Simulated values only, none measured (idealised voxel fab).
Process module heading - voxel capacitor over wiring
In the cross-section labelled cut, the width is 195 nm and each square cell is 5 nm.
This document writes a cross-section as a grid whose cells are square, and gives it as bands, listed from the top down; one or more rows of cells form a band. First you get the band's top height and its bottom height, in nm, and then the materials it's made of, left to right, with each width in nm. If you see a single material with "edge to edge", that one covers the band edge to edge. "blank" is empty space. Counting heights begins at 0, where everything beneath is, in the wafer as received, one material. The lowest band has no bottom; it goes on downwards, as "0 down" shows. Graded width ("30 to 40"): value in top row of band = first number; value in bottom row = second number; row-to-row change constant. Step note "no change" = no cross-section cell changed. The entry titled "Voids, fully enclosed" provides the empty spaces that have no open way to the top, restricted to those of 8 cells or more. Each is presented as width x height at distance, the distance being measured from the left edge, with all three in nm. after a step's settings: what the simulator itself notes on the step. overlay nm: how far to the right of its planned place the mask lay on this masked step (negative: to the left).

This section lists the process steps that were planned:
- 1: RECEIVE (material Si)
- 2: CONFORMAL_DEP (material SiO2; thk nm 15)
- 3: DIRECTIONAL_DEP (material TiN; thk nm 5)
- 4: DIRECTIONAL_DEP (material W; thk nm 25)
- 5: MASKED_ETCH (tone cover; mask id METAL_1; width nm 25; pitch nm 80; etch materials W; depth nm 25; overlay nm 0)
- 6: MASKED_ETCH (tone cover; mask id METAL_1; width nm 25; pitch nm 80; etch materials TiN; depth nm 5; overlay nm 0)
- 7: FILL_DEP (material SiO2; thk nm 10)
- 8: CMP (height nm 45)
- 9: CONFORMAL_DEP (material SiCN; thk nm 5)
- 10: DIRECTIONAL_DEP (material SiO2; thk nm 20)
- 11: PATTERN (tone open; mask id PLUG_1; material resist; width nm 15; thk nm 20; overlay nm 0)
- 12: DIRECTIONAL_ETCH (etch materials SiO2; depth nm 20)
- 13: DIRECTIONAL_ETCH (etch materials SiCN; depth nm 5)
- 14: STRIP (etch materials resist)
- 15: EPI (material Ru; thk nm 10)
- 16: EPI (material Ru; thk nm 10)
- 17: EPI (material Ru; thk nm 5)
- 18: DIRECTIONAL_DEP (material TiN; thk nm 10)
- 19: DIRECTIONAL_DEP (material Al2O3; thk nm 5)
- 20: DIRECTIONAL_DEP (material TiN; thk nm 5)
- 21: PATTERN (tone cover; mask id UPPER_PLATE; material resist; width nm 60; thk nm 15; overlay nm 0)
- 22: DIRECTIONAL_ETCH (etch materials TiN; depth nm 5)
- 23: DIRECTIONAL_ETCH (etch materials Al2O3; depth nm 5)
- 24: STRIP (etch materials resist)
- 25: MASKED_ETCH (tone cover; mask id LOWER_PLATE; width nm 70; etch materials TiN; depth nm 10; overlay nm 0)
- 26: FILL_DEP (material SiO2; thk nm 15)
- 27: CMP (height nm 100)
- 28: PATTERN (tone open; mask id PLUG_2; material resist; width nm 15; thk nm 15; overlay nm 0)
- 29: DIRECTIONAL_ETCH (etch materials SiO2; depth nm 10)
- 30: STRIP (etch materials resist)
- 31: CONFORMAL_DEP (material TiN; thk nm 5)
- 32: FILL_DEP (material Ru; thk nm 10)
- 33: CMP (height nm 100)
- 34: CONFORMAL_DEP (material SiCN; thk nm 5)

Cross-section of the wafer at receipt, which is the condition after step 1:
	0 down | Si edge to edge
	Voids, fully enclosed: none

Cross-section: first of two wafers, module finished, run according to plan:
	105 to 100 | SiCN edge to edge
	100 to 95 | 65 of SiO2  5 of TiN  5 of Ru  5 of TiN  115 of SiO2
	95 to 85 | 65 to 55 of SiO2  15 to 60 of TiN  115 to 80 of SiO2
	85 to 80 | 55 of SiO2  60 of Al2O3  80 of SiO2
	80 to 70 | 50 of SiO2  70 of TiN  75 of SiO2
	70 to 50 | 55 of SiO2  15 of Ru  125 of SiO2
	50 to 45 | 55 of SiCN  15 of Ru  125 of SiCN
	45 to 20 | 45 of SiO2  25 of W  55 of SiO2  25 of W  45 of SiO2
	20 to 15 | 45 of SiO2  25 of TiN  55 of SiO2  25 of TiN  45 of SiO2
	15 to 0 | SiO2 edge to edge
	0 down | Si edge to edge
	Voids, fully enclosed: none

Wafer two, end of module, cross-section. Same start, same plan as wafer one. One mistake in the run:
	105 to 100 | SiCN edge to edge
	100 to 95 | 65 of SiO2  5 of TiN  5 of Ru  5 of TiN  115 of SiO2
	95 to 85 | 65 to 70 of SiO2  15 to 45 of TiN  115 to 80 of SiO2
	85 to 80 | 70 of SiO2  45 of Al2O3  80 of SiO2
	80 to 70 | 50 of SiO2  5 of TiN  15 of SiO2  50 of TiN  75 of SiO2
	70 to 65 | SiO2 edge to edge
	65 to 60 | 55 of SiO2  15 of TiN  125 of SiO2
	60 to 55 | 55 of SiO2  15 of Al2O3  125 of SiO2
	55 to 50 | 55 of SiO2  15 of TiN  125 of SiO2
	50 to 45 | 55 of SiCN  15 of TiN  125 of SiCN
	45 to 20 | 45 of W  25 of SiO2  55 of W  25 of SiO2  45 of W
	20 to 15 | TiN edge to edge
	15 to 0 | SiO2 edge to edge
	0 down | Si edge to edge
	Voids, fully enclosed: none
Finding, execution versus plan: so step 5 ended up running with a different setting than we planned, it ran as MASKED_ETCH (tone open; mask id METAL_1; width nm 25; pitch nm 80; etch materials W; depth nm 25; overlay nm 0)
Final wafer comparison in cells, second versus first, more or fewer per material: 15 fewer of Ru; 109 fewer of SiO2; 29 more of TiN; 95 more of W
